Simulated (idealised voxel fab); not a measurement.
The process module presented herein is designated voxel tone inversion.
In the cross-section labelled cut, the width is 145 nm and each square cell is 5 nm.
Throughout this document, each cross-section is represented as a grid of square cells and is presented as a sequence of bands enumerated from the top downward, where a band comprises one or more rows of cells.
Read a band's entry like this: the first values are the height of its top and the height of its bottom in nm, and what follows is the sequence of materials from left to right, each with its width in nm. Note that "blank" is empty space, and that a single material marked "throughout" reaches across the band from edge to edge.
Below 0: as-received wafer, all one material; heights counted from there. Lowest band: no bottom, goes on down, written "0 and below".
It should be noted that a width expressed as "30..40" varies in equal increments from row to row of cells within the band, taking the value of the first number at the top row and that of the second number at the bottom row.
The designation "nothing changed", where it is given for a processing step, indicates that no cell of the cross-section was altered in the course of that step.
Closed-off voids of 8+ cells (no open route to the top) go in "Trapped cavities", written width x height at distance from the left edge, in nm.
If you see something after the settings on a step's line, that's the simulator's own remark about that step.
overlay nm: step with mask; distance mask lay right of planned place; negative value = left of planned place.
-- Process steps (planned)
1,RECEIVE [material Si]
2,CONFORMAL_DEP [material SiN] [thk nm 10]
3,DIRECTIONAL_DEP [material polySi] [thk nm 15]
4,PATTERN [tone cover] [mask id POSTS] [material resist] [width nm 15] [pitch nm 30] [thk nm 25] [overlay nm 0]
5,DIRECTIONAL_ETCH [etch materials polySi] [depth nm 15]
6,STRIP [etch materials resist]
7,FILL_DEP [material SiO2] [thk nm 10]
8,CMP [height nm 25]
9,STRIP [etch materials polySi]
10,CONFORMAL_DEP [material TiN] [thk nm 5]
11,FILL_DEP [material Ru] [thk nm 10]
12,CMP [height nm 25]
13,CONFORMAL_DEP [material SiCN] [thk nm 5]
-- Wafer as received: cross-section following step 1
- 0 and below = Si throughout
- Trapped cavities: none
-- This is how the wafer looks in cross-section once the module is done, given the starting state and plan above and one mistake in carrying the plan out
- 45 down to 40 = SiCN throughout
- 40 down to 30 = Ru throughout
- 30 down to 25 = TiN: 40 | Ru: 5 | TiN: 25 | Ru: 5 | TiN: 25 | Ru: 5 | TiN: 40
- 25 down to 15 = SiO2: 35 | TiN: 5 | Ru: 5 | TiN: 5 | SiO2: 15 | TiN: 5 | Ru: 5 | TiN: 5 | SiO2: 15 | TiN: 5 | Ru: 5 | TiN: 5 | SiO2: 35
- 15 down to 10 = SiO2: 35 | TiN: 15 | SiO2: 15 | TiN: 15 | SiO2: 15 | TiN: 15 | SiO2: 35
- 10 down to 0 = SiN throughout
- 0 and below = Si throughout
- Trapped cavities: none
Short version of what went wrong: no execution of plan step 12; skipped
